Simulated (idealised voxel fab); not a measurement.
Presented below is a process module, voxel gate over fins.
Cross-section cut spans 180 nm and uses square cells 5 nm in size.
For the purposes of this document, a cross-section shall be understood as a grid of square cells, specified as bands listed in top-to-bottom order, each band consisting of one or more rows of cells. The entry gives the band's vertical extent as a top height and a bottom height in nm, then its horizontal make-up as materials from left to right, each with a width in nm. "air" stands for empty space; a single material marked "full width" fills the band edge to edge. Height 0 is the level under which the wafer as received is all one material. The lowest band goes on downwards, as in "0 -> down". With a width like "30->40", each row of cells in the band differs from the next by the same amount, the top row carrying the first number and the bottom row the second. It should be understood that the words "changes: none", when stated for a given step, signify that the cross-section underwent no change in any of its cells during that step. "Closed empty spaces" lists enclosed empty spaces (at least 8 cells, no open path upward to the top), each as width x height at distance from the left edge, in nm. What comes after the settings on a step's line is commentary from the simulator itself on that step. The "overlay nm" setting may appear on a step's line; for a step that uses a mask, it gives how far to the right of its planned position the mask lay, and a negative value indicates the left.
**The steps planned for the process are as follows**
1,RECEIVE: material Si
2,CONFORMAL_DEP: material SiN, thk nm 10
3,PATTERN: tone cover, mask id FINS, material resist, width nm 15, pitch nm 35, thk nm 20, overlay nm 0
4,DIRECTIONAL_ETCH: etch materials SiN, depth nm 10
5,DIRECTIONAL_ETCH: etch materials Si, depth nm 35
6,STRIP: etch materials resist
7,OXIDIZE: depth nm 5
8,FILL_DEP: material SiO2, thk nm 5
9,CMP: height nm 10
10,SELECTIVE_ETCH: etch materials SiO2, depth nm 25
11,STRIP: etch materials SiN
12,CONFORMAL_DEP: material HfO2, thk nm 5
13,CONFORMAL_DEP: material TiN, thk nm 5
14,FILL_DEP: material W, thk nm 10
15,CMP: height nm 15
16,CONFORMAL_DEP: material SiN, thk nm 5
**Delivered wafer in cross-section: state after step 1**
- 0 -> down: Si full width
- Closed empty spaces: none
**Module complete - cross-section of the first of two wafers, run according to plan**
- 20 -> 15: SiN full width
- 15 -> 10: W full width
- 10 -> 5: 25 of W, then 25 of TiN, then 10 of W, then 25 of TiN, then 10 of W, then 25 of TiN, then 10 of W, then 25 of TiN, then 25 of W
- 5 -> 0: 25 of W, then 5 of TiN, then 15 of HfO2, then 5 of TiN, then 10 of W, then 5 of TiN, then 15 of HfO2, then 5 of TiN, then 10 of W, then 5 of TiN, then 15 of HfO2, then 5 of TiN, then 10 of W, then 5 of TiN, then 15 of HfO2, then 5 of TiN, then 25 of W
- 0 -> -5: 25 of W, then 5 of TiN, then 5 of HfO2, then 5 of Si, then 5 of HfO2, then 5 of TiN, then 10 of W, then 5 of TiN, then 5 of HfO2, then 5 of Si, then 5 of HfO2, then 5 of TiN, then 10 of W, then 5 of TiN, then 5 of HfO2, then 5 of Si, then 5 of HfO2, then 5 of TiN, then 10 of W, then 5 of TiN, then 5 of HfO2, then 5 of Si, then 5 of HfO2, then 5 of TiN, then 25 of W
- -5 -> -10: 30 of TiN, then 5 of HfO2, then 5 of Si, then 5 of HfO2, then 20 of TiN, then 5 of HfO2, then 5 of Si, then 5 of HfO2, then 20 of TiN, then 5 of HfO2, then 5 of Si, then 5 of HfO2, then 20 of TiN, then 5 of HfO2, then 5 of Si, then 5 of HfO2, then 30 of TiN
- -10 -> -15: 35 of HfO2, then 5 of Si, then 30 of HfO2, then 5 of Si, then 30 of HfO2, then 5 of Si, then 30 of HfO2, then 5 of Si, then 35 of HfO2
- -15 -> -40: 35 of SiO2, then 5 of Si, then 30 of SiO2, then 5 of Si, then 30 of SiO2, then 5 of Si, then 30 of SiO2, then 5 of Si, then 35 of SiO2
- -40 -> down: Si full width
- Closed empty spaces: none
**This cross-section belongs to the second wafer of two at the end of the module; the start and the plan were shared with the first, and the run included one mistake**
- 20 -> 15: SiN full width
- 15 -> 10: W full width
- 10 -> 5: 25 of W, then 25 of TiN, then 10 of W, then 25 of TiN, then 10 of W, then 25 of TiN, then 10 of W, then 25 of TiN, then 25 of W
- 5 -> 0: 25 of W, then 5 of TiN, then 15 of HfO2, then 5 of TiN, then 10 of W, then 5 of TiN, then 15 of HfO2, then 5 of TiN, then 10 of W, then 5 of TiN, then 15 of HfO2, then 5 of TiN, then 10 of W, then 5 of TiN, then 15 of HfO2, then 5 of TiN, then 25 of W
- 0 -> -5: 25 of W, then 5 of TiN, then 5 of HfO2, then 5 of Si, then 5 of HfO2, then 5 of TiN, then 10 of W, then 5 of TiN, then 5 of HfO2, then 5 of Si, then 5 of HfO2, then 5 of TiN, then 10 of W, then 5 of TiN, then 5 of HfO2, then 5 of Si, then 5 of HfO2, then 5 of TiN, then 10 of W, then 5 of TiN, then 5 of HfO2, then 5 of Si, then 5 of HfO2, then 5 of TiN, then 25 of W
- -5 -> -10: 30 of TiN, then 5 of HfO2, then 5 of Si, then 5 of HfO2, then 20 of TiN, then 5 of HfO2, then 5 of Si, then 5 of HfO2, then 20 of TiN, then 5 of HfO2, then 5 of Si, then 5 of HfO2, then 20 of TiN, then 5 of HfO2, then 5 of Si, then 5 of HfO2, then 30 of TiN
- -10 -> -15: 35 of HfO2, then 5 of Si, then 30 of HfO2, then 5 of Si, then 30 of HfO2, then 5 of Si, then 30 of HfO2, then 5 of Si, then 35 of HfO2
- -15 -> -75: 35 of SiO2, then 5 of Si, then 30 of SiO2, then 5 of Si, then 30 of SiO2, then 5 of Si, then 30 of SiO2, then 5 of Si, then 35 of SiO2
- -75 -> down: Si full width
- Closed empty spaces: none
What went wrong in running the wafer? execution of plan step 5 occurred twice
End check, counted in cells, second wafer has more or fewer of these materials than the first: -224 Si, +224 SiO2
